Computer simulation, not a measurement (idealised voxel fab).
process module | voxel transistor to metal
cross-section cut | 170 nm wide | cells 5 nm
A cross-section is a grid of square cells, given in bands from the top down. A band is one or more rows of cells.
Each band's line starts with the height of the band's top and of its bottom, in nm. Then come its materials from left to right, each with its width in nm. One material with "throughout" fills the band from edge to edge. "air" is empty space.
Height 0 is the level under which the wafer as received is all one material. The lowest band goes on downwards, as in "0 down".
A width such as "30 to 40" changes by the same amount from each row of cells to the next, from the band's top row to its bottom row.
"no change" after a step means that no cell of the cross-section changed.
closed voids: empty space of 8 cells or more with no open way to the top, each as width x height at its distance from the left edge, in nm
after a step's settings: what the simulator itself notes on the step
overlay nm, on a step with a mask: how far to the right of its planned place the mask lay; to the left if negative
plan
1 op RECEIVE | material Si
2 op CONFORMAL_DEP | material SiO2 | thk nm 5
3 op CONFORMAL_DEP | material SiN | thk nm 10
4 op DIRECTIONAL_DEP | material aC | thk nm 10
5 op PATTERN | tone cover | mask id ACTIVE | material resist | width nm 110 | thk nm 25 | overlay nm 0
6 op DIRECTIONAL_ETCH | etch materials aC | depth nm 10
7 op STRIP | etch materials resist
8 op DIRECTIONAL_ETCH | etch materials SiN | depth nm 10
9 op DIRECTIONAL_ETCH | etch materials SiO2 | depth nm 5
10 op DIRECTIONAL_ETCH | etch materials Si | depth nm 20
11 op STRIP | etch materials aC
12 op FILL_DEP | material SiO2 | thk nm 15
13 op CMP | height nm 15
14 op SELECTIVE_ETCH | etch materials SiO2 | depth nm 5
15 op STRIP | etch materials SiN
16 op SELECTIVE_ETCH | etch materials SiO2 | depth nm 5
17 op OXIDIZE | depth nm 5
18 op DIRECTIONAL_DEP | material polySi | thk nm 30
19 op DIRECTIONAL_DEP | material SiCN | thk nm 15
20 op MASKED_ETCH | tone cover | mask id GATE | width nm 30 | etch materials SiCN | depth nm 25 | overlay nm 0
21 op MASKED_ETCH | tone cover | mask id GATE | width nm 30 | etch materials polySi | depth nm 40 | overlay nm 0
22 op CONFORMAL_DEP | material SiN | thk nm 5
23 op DIRECTIONAL_ETCH | etch materials SiN | depth nm 5
24 op DIRECTIONAL_ETCH | etch materials SiO2 | depth nm 5
25 op DIRECTIONAL_ETCH | etch materials Si | depth nm 15
26 op EPI | material pSi | thk nm 15
27 op FILL_DEP | material SiO2 | thk nm 10
28 op CMP | height nm 30
29 op STRIP | etch materials polySi
30 op SELECTIVE_ETCH | etch materials SiO2 | depth nm 5
31 op CONFORMAL_DEP | material HfO2 | thk nm 5
32 op CONFORMAL_DEP | material TiN | thk nm 5
33 op FILL_DEP | material W | thk nm 5
34 op CMP | height nm 25
35 op DIRECTIONAL_DEP | material SiO2 | thk nm 10
36 op PATTERN | tone open | mask id CONTACT | material resist | width nm 15 | pitch nm 75 | thk nm 20 | overlay nm 0
37 op DIRECTIONAL_ETCH | etch materials SiO2 | depth nm 40
38 op STRIP | etch materials resist
39 op CONFORMAL_DEP | material TiN | thk nm 5
40 op FILL_DEP | material Ru | thk nm 10
41 op CMP | height nm 35
42 op DIRECTIONAL_DEP | material TiN | thk nm 5
43 op DIRECTIONAL_DEP | material W | thk nm 25
44 op DIRECTIONAL_DEP | material aC | thk nm 15
45 op PATTERN | tone cover | mask id METAL_1 | material resist | width nm 15 | pitch nm 75 | thk nm 30 | overlay nm 0
46 op DIRECTIONAL_ETCH | etch materials aC | depth nm 15
47 op STRIP | etch materials resist
48 op DIRECTIONAL_ETCH | etch materials W | depth nm 25
49 op DIRECTIONAL_ETCH | etch materials TiN | depth nm 5
50 op STRIP | etch materials aC
51 op CONFORMAL_DEP | material SiCN | thk nm 5
52 op FILL_DEP | material lowk | thk nm 10
53 op CMP | height nm 65
54 op CONFORMAL_DEP | material SiCN | thk nm 5
varied across the wafers: thk nm of step 2. The plan shows the first wafer's value. All wafers start alike
first wafer as received, after step 1
  0 down: Si throughout
  closed voids: none
first wafer at the end, after step 54
  70 to 65: SiCN throughout
  65 to 40: lowk 35 | SiCN 5 | W 15 | SiCN 5 | lowk 50 | SiCN 5 | W 15 | SiCN 5 | lowk 35
  40 to 35: SiCN 40 | TiN 15 | SiCN 60 | TiN 15 | SiCN 40
  35 to 25: SiO2 40 | TiN 5 | Ru 5 | TiN 5 | SiO2 60 | TiN 5 | Ru 5 | TiN 5 | SiO2 40
  25 to 15: SiO2 40 | TiN 5 | Ru 5 | TiN 5 | SiO2 10 | SiN 5 | HfO2 5 | TiN 5 | W 10 | TiN 5 | HfO2 5 | SiN 5 | SiO2 10 | TiN 5 | Ru 5 | TiN 5 | SiO2 40
  15 to 10: SiO2 40 | TiN 15 | SiO2 10 | SiN 5 | HfO2 5 | TiN 5 | W 10 | TiN 5 | HfO2 5 | SiN 5 | SiO2 10 | TiN 15 | SiO2 40
  10 to 5: SiO2 40 | TiN 10 | pSi 15 | SiN 5 | HfO2 5 | TiN 5 | W 10 | TiN 5 | HfO2 5 | SiN 5 | pSi 15 | TiN 10 | SiO2 40
  5 to 0: SiO2 25 | SiN 5 | SiO2 10 | TiN 10 | pSi 15 | SiN 5 | HfO2 5 | TiN 20 | HfO2 5 | SiN 5 | pSi 15 | TiN 10 | SiO2 10 | SiN 5 | SiO2 25
  0 to -5: SiO2 40 | TiN 10 | pSi 15 | HfO2 40 | pSi 15 | TiN 10 | SiO2 40
  -5 to -20: SiO2 30 | pSi 35 | Si 40 | pSi 35 | SiO2 30
  -20 down: Si throughout
  closed voids: none
last wafer at the end
  70 to 65: SiCN throughout
  65 to 40: lowk 35 | SiCN 5 | W 15 | SiCN 5 | lowk 50 | SiCN 5 | W 15 | SiCN 5 | lowk 35
  40 to 35: SiCN 40 | TiN 15 | SiCN 60 | TiN 15 | SiCN 40
  35 to 25: SiO2 40 | TiN 5 | Ru 5 | TiN 5 | SiO2 60 | TiN 5 | Ru 5 | TiN 5 | SiO2 40
  25 to 20: SiO2 40 | TiN 5 | Ru 5 | TiN 5 | SiO2 10 | SiN 5 | HfO2 5 | TiN 5 | W 10 | TiN 5 | HfO2 5 | SiN 5 | SiO2 10 | TiN 5 | Ru 5 | TiN 5 | SiO2 40
  20 to 15: SiO2 40 | TiN 15 | SiO2 10 | SiN 5 | HfO2 5 | TiN 5 | W 10 | TiN 5 | HfO2 5 | SiN 5 | SiO2 10 | TiN 15 | SiO2 40
  15 to 10: SiO2 40 | TiN 10 | pSi 15 | SiN 5 | HfO2 5 | TiN 5 | W 10 | TiN 5 | HfO2 5 | SiN 5 | pSi 15 | TiN 10 | SiO2 40
  10 to 5: SiO2 40 | TiN 10 | pSi 15 | SiN 5 | HfO2 5 | TiN 20 | HfO2 5 | SiN 5 | pSi 15 | TiN 10 | SiO2 40
  5 to 0: SiO2 40 | TiN 10 | pSi 15 | HfO2 40 | pSi 15 | TiN 10 | SiO2 40
  0 to -15: pSi 65 | Si 40 | pSi 65
  -15 down: Si throughout
  closed voids: none
each wafer at the end: cells of each material gained (+) or lost (-) since it was received, then its closed voids
thk nm 5 | +18 HfO2 | +8 Ru | -112 Si | +82 SiCN | +12 SiN | +198 SiO2 | +52 TiN | +38 W | +120 lowk | +60 pSi | closed voids: none
thk nm 10 | +16 HfO2 | +6 Ru | -78 Si | +82 SiCN | +8 SiN | +144 SiO2 | +46 TiN | +36 W | +120 lowk | +96 pSi | closed voids: none
thk nm 15 | +16 HfO2 | +6 Ru | -78 Si | +82 SiCN | +8 SiN | +144 SiO2 | +46 TiN | +36 W | +120 lowk | +96 pSi | closed voids: none
thk nm 20 | +16 HfO2 | +6 Ru | -78 Si | +82 SiCN | +8 SiN | +144 SiO2 | +46 TiN | +36 W | +120 lowk | +96 pSi | closed voids: none
